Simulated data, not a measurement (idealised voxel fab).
Presented below is a process module, voxel trench capacitor.
The width of the displayed cross-section, cut, is 140 nm; its cells are square, with a size of 5 nm.
Reading order for cross-sections: top band down to bottom band. Underlying form: a grid of square cells. Band size: one or more rows of cells. The entry gives the band's vertical extent as a top height and a bottom height in nm, then its horizontal make-up as materials from left to right, each with a width in nm. "air" stands for empty space; a single material marked "full width" fills the band edge to edge. We count height from 0. Below that, the starting wafer is all one material. The lowest band never ends at the bottom but goes on down; see "top 0, no bottom" for how that is written. Per-row width for "30..40": begins at first number (top row of band), ends at second number (bottom row), increment between rows held constant. It should be understood that the words "remains unaltered", when stated for a given step, signify that the cross-section underwent no change in any of its cells during that step. The list in "Enclosed void list" covers empty spaces of 8 cells or more that cannot reach the top through any open way, and it gives each as width x height at distance; the distance is from the left edge, and width, height and distance are in nm. On a step's line, text after the settings is the simulator commenting on that step. Regarding "overlay nm": on a step with a mask, it is the distance the mask lay to the right of its planned place; a negative value places it to the left.

Planned step list for the process:
| 1 | RECEIVE | material Si |
| 2 | CONFORMAL_DEP | material SiN | thk nm 10 |
| 3 | PATTERN | tone open | mask id TRENCH | material resist | width nm 15 | pitch nm 40 | thk nm 15 | overlay nm 0 |
| 4 | DIRECTIONAL_ETCH | etch materials SiN | depth nm 10 |
| 5 | DIRECTIONAL_ETCH | etch materials Si | depth nm 25 |
| 6 | STRIP | etch materials resist |
| 7 | CONFORMAL_DEP | material SiO2 | thk nm 5 |
| 8 | FILL_DEP | material polySi | thk nm 10 |
| 9 | CMP | height nm 10 |
The plan shows the width nm of step 3 as the first wafer had it; this setting differs between the wafers, which start out alike.

Sectional view: first of several wafers, as received, after step 1:
  top 0, no bottom | Si full width
  Enclosed void list: none

The cross-section of the first of several wafers is given below for the end of the module, after its final step, step 9:
  top 10, bottom 0 | SiN (45)  SiO2 (5)  polySi (5)  SiO2 (5)  SiN (25)  SiO2 (5)  polySi (5)  SiO2 (5)  SiN (40)
  top 0, bottom -20 | Si (45)  SiO2 (5)  polySi (5)  SiO2 (5)  Si (25)  SiO2 (5)  polySi (5)  SiO2 (5)  Si (40)
  top -20, bottom -25 | Si (45)  SiO2 (15)  Si (25)  SiO2 (15)  Si (40)
  top -25, no bottom | Si full width
  Enclosed void list: none

Final wafer of several, shown in cross-section at the end of the module:
  top 10, bottom 0 | SiN (40)  SiO2 (5)  polySi (15)  SiO2 (5)  SiN (15)  SiO2 (5)  polySi (15)  SiO2 (5)  SiN (35)
  top 0, bottom -20 | Si (40)  SiO2 (5)  polySi (15)  SiO2 (5)  Si (15)  SiO2 (5)  polySi (15)  SiO2 (5)  Si (35)
  top -20, bottom -25 | Si (40)  SiO2 (25)  Si (15)  SiO2 (25)  Si (35)
  top -25, no bottom | Si full width
  Enclosed void list: none

Below, a row for every wafer. Read it as the end-of-module picture: for each material the wafer shows its cells gained (+) or lost (-) since it was received, and then its closed voids:
width nm 15, -30 Si, +44 SiN, +30 SiO2, +12 polySi, Enclosed void list: none
width nm 20, -40 Si, +40 SiN, +32 SiO2, +24 polySi, Enclosed void list: none
width nm 25, -50 Si, +36 SiN, +34 SiO2, +36 polySi, Enclosed void list: none
